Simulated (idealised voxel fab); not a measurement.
Proc. module: voxel plated lines
Each square cell in cross-section cut measures 5 nm, and the section as a whole is 300 nm wide.
For the purposes of this document, a cross-section shall be understood as a grid of square cells, specified as bands listed in top-to-bottom order, each band consisting of one or more rows of cells.
What a band's entry tells you: where the top is and where the bottom is, as heights in nm, and after that what lies inside, material by material from left to right, each with its width in nm. Empty space is written as the word "blank", and a single material marked with the word "full width" occupies the band from edge to edge.
Heights are measured from 0, the level below which the as-received wafer is all one material; the lowest band has no bottom and continues downward, written as in "0..down".
The two numbers in a width such as "30->40" mark its ends across the band: the first belongs to the top row of cells, the second to the bottom row, and from each row to the next the width moves by the same amount.
Take "no alteration" at face value: in the step it is given for, the cross-section changed in none of its cells.
Heads up: "Enclosed void entries" only lists the empty pockets with no open path to the top that are 8 cells or more, and it writes them as width x height at distance, distance from the left edge, in nm.
Text after the settings on a step's line: the simulator's own remark on that step.
The line of a step may include "overlay nm". On a step with a mask, this value is how far to the right of its planned place the mask lay. A negative value means the mask lay to the left.
[These are the steps we planned for the process]
step 1: RECEIVE | material Si
step 2: CONFORMAL_DEP | material Al2O3 | thk nm 15
step 3: DIRECTIONAL_DEP | material TiN | thk nm 5
step 4: PATTERN | tone open | mask id LINES | material resist | width nm 25 | pitch nm 55 | thk nm 35 | overlay nm 0
step 5: EPI | material Ru | thk nm 5
step 6: EPI | material Ru | thk nm 5
step 7: EPI | material Ru | thk nm 5
step 8: STRIP | etch materials resist
step 9: DIRECTIONAL_ETCH | etch materials TiN | depth nm 5
step 10: CONFORMAL_DEP | material SiN | thk nm 10
[Below: the first of two wafers, run as planned]
[Cross-section, incoming material, after step 1]
    0..down = Si full width
    Enclosed void entries: none
[Sectional view: wafer, after step 2]
    15..0 = Al2O3 full width
    Unchanged below 0.
[Sectional view: wafer, after step 3]
    20..15 = TiN full width
    Unchanged below 15.
[Sectional view: wafer, after step 4]
    55..20 = resist 110 nm; blank 25 nm; resist 30 nm; blank 25 nm; resist 110 nm
    Unchanged below 20.
[Sectional view: wafer, after step 5]
    55..25 = resist 110 nm; blank 25 nm; resist 30 nm; blank 25 nm; resist 110 nm
    25..20 = resist 110 nm; Ru 25 nm; resist 30 nm; Ru 25 nm; resist 110 nm
    Unchanged below 20.
[Sectional view: wafer, after step 6]
    55..30 = resist 110 nm; blank 25 nm; resist 30 nm; blank 25 nm; resist 110 nm
    30..20 = resist 110 nm; Ru 25 nm; resist 30 nm; Ru 25 nm; resist 110 nm
    Unchanged below 20.
[Sectional view: wafer, after step 7]
    55..35 = resist 110 nm; blank 25 nm; resist 30 nm; blank 25 nm; resist 110 nm
    35..20 = resist 110 nm; Ru 25 nm; resist 30 nm; Ru 25 nm; resist 110 nm
    Unchanged below 20.
[Sectional view: wafer, after step 8]
    35..20 = blank 110 nm; Ru 25 nm; blank 30 nm; Ru 25 nm; blank 110 nm
    Unchanged below 20.
[Sectional view: wafer, after step 9]
    35..20 = blank 110 nm; Ru 25 nm; blank 30 nm; Ru 25 nm; blank 110 nm
    20..15 = blank 110 nm; TiN 25 nm; blank 30 nm; TiN 25 nm; blank 110 nm
    Unchanged below 15.
[Sectional view: wafer, after step 10]
    45..35 = blank 100 nm; SiN 45 nm; blank 10 nm; SiN 45 nm; blank 100 nm
    35..25 = blank 100 nm; SiN 10 nm; Ru 25 nm; SiN 10 nm; blank 10 nm; SiN 10 nm; Ru 25 nm; SiN 10 nm; blank 100 nm
    25..20 = SiN 110 nm; Ru 25 nm; SiN 30 nm; Ru 25 nm; SiN 110 nm
    20..15 = SiN 110 nm; TiN 25 nm; SiN 30 nm; TiN 25 nm; SiN 110 nm
    Unchanged below 15.
[Second of two: same start, same plan, one run error; steps up to and including 2 match the first]
X-section, second wafer, when step 3 was due to finish: no alteration
[X-section, second wafer, when step 4 was due to finish]
    50..15 = resist 110 nm; blank 25 nm; resist 30 nm; blank 25 nm; resist 110 nm
    Unchanged below 15.
X-section, second wafer, when step 5 was due to finish: no alteration
X-section, second wafer, when step 6 was due to finish: no alteration
X-section, second wafer, when step 7 was due to finish: no alteration
[X-section, second wafer, when step 8 was due to finish]
    15..0 = Al2O3 full width
    Unchanged below 0.
X-section, second wafer, when step 9 was due to finish: no alteration
[X-section, second wafer, when step 10 was due to finish]
    25..15 = SiN full width
    Unchanged below 15.
Which mistake was made when the wafer was run? step 3 of the plan was bypassed and not carried out
Final comparison by cell count, materials where the second wafer has more or fewer than the first: Ru -30 | SiN -32 | TiN -10
